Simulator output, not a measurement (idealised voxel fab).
Presented below is a process module, voxel local oxidation.
The width of the displayed cross-section, cut, is 160 nm; its cells are square, with a size of 5 nm.
In this document a cross-section is written as a grid of square cells. It is given as a series of bands, listed from the top down, and a band is one or more rows of cells. Band: top and bottom heights (nm) first, top before bottom; then materials from left to right, widths in nm. "everywhere" marks a sole material filling the band edge to edge. "blank" denotes empty space. It should be noted that heights are counted from 0, beneath which the wafer as supplied is of one material throughout, and that the lowest band possesses no lower boundary but continues downward, as written in "0 -> down". A two-number width, for instance "30->40", indicates that the width is equal to the first number in the top row of the band and to the second number in the bottom row, and that it changes by a constant amount per row of cells. Take "no modification" at face value: in the step it is given for, the cross-section changed in none of its cells. For the entry "Sealed void list", the listed items are empty spaces with no open way to the top whose size is 8 cells or more; each item follows the pattern width x height at distance, where distance is from the left edge and all three are in nm. On each step's line, the part that comes after the settings is the simulator's own comment on the step. overlay nm, on a step with a mask: how far to the right of its planned place the mask lay; to the left if negative.
Here's what the planned process steps look like
1 RECEIVE [material Si]
2 OXIDIZE [depth nm 5]
3 CONFORMAL_DEP [material SiN] [thk nm 10]
4 DIRECTIONAL_DEP [material aC] [thk nm 10]
5 PATTERN [tone cover] [mask id ACTIVE] [material resist] [width nm 95] [thk nm 30] [overlay nm 0]
6 DIRECTIONAL_ETCH [etch materials aC] [depth nm 10]
7 STRIP [etch materials resist]
8 DIRECTIONAL_ETCH [etch materials SiN] [depth nm 10]
9 STRIP [etch materials aC]
10 SELECTIVE_ETCH [etch materials SiO2] [depth nm 5]
11 OXIDIZE [depth nm 15]
12 STRIP [etch materials SiN]
Cross-section of the incoming wafer, state after step 1
  0 -> down: Si everywhere
  Sealed void list: none
Result of the module, cross-sectioned: start per above, plan per above, one error in how it was run
  0 -> -5: SiO2 (25), blank (105), SiO2 (30)
  -5 -> -20: Si (10), SiO2 (135), Si (15)
  -20 -> down: Si everywhere
  Sealed void list: none
Diagnosis: step 5 did not happen as planned, as run it was PATTERN [tone open] [mask id ACTIVE] [material resist] [width nm 95] [thk nm 30] [overlay nm 0]
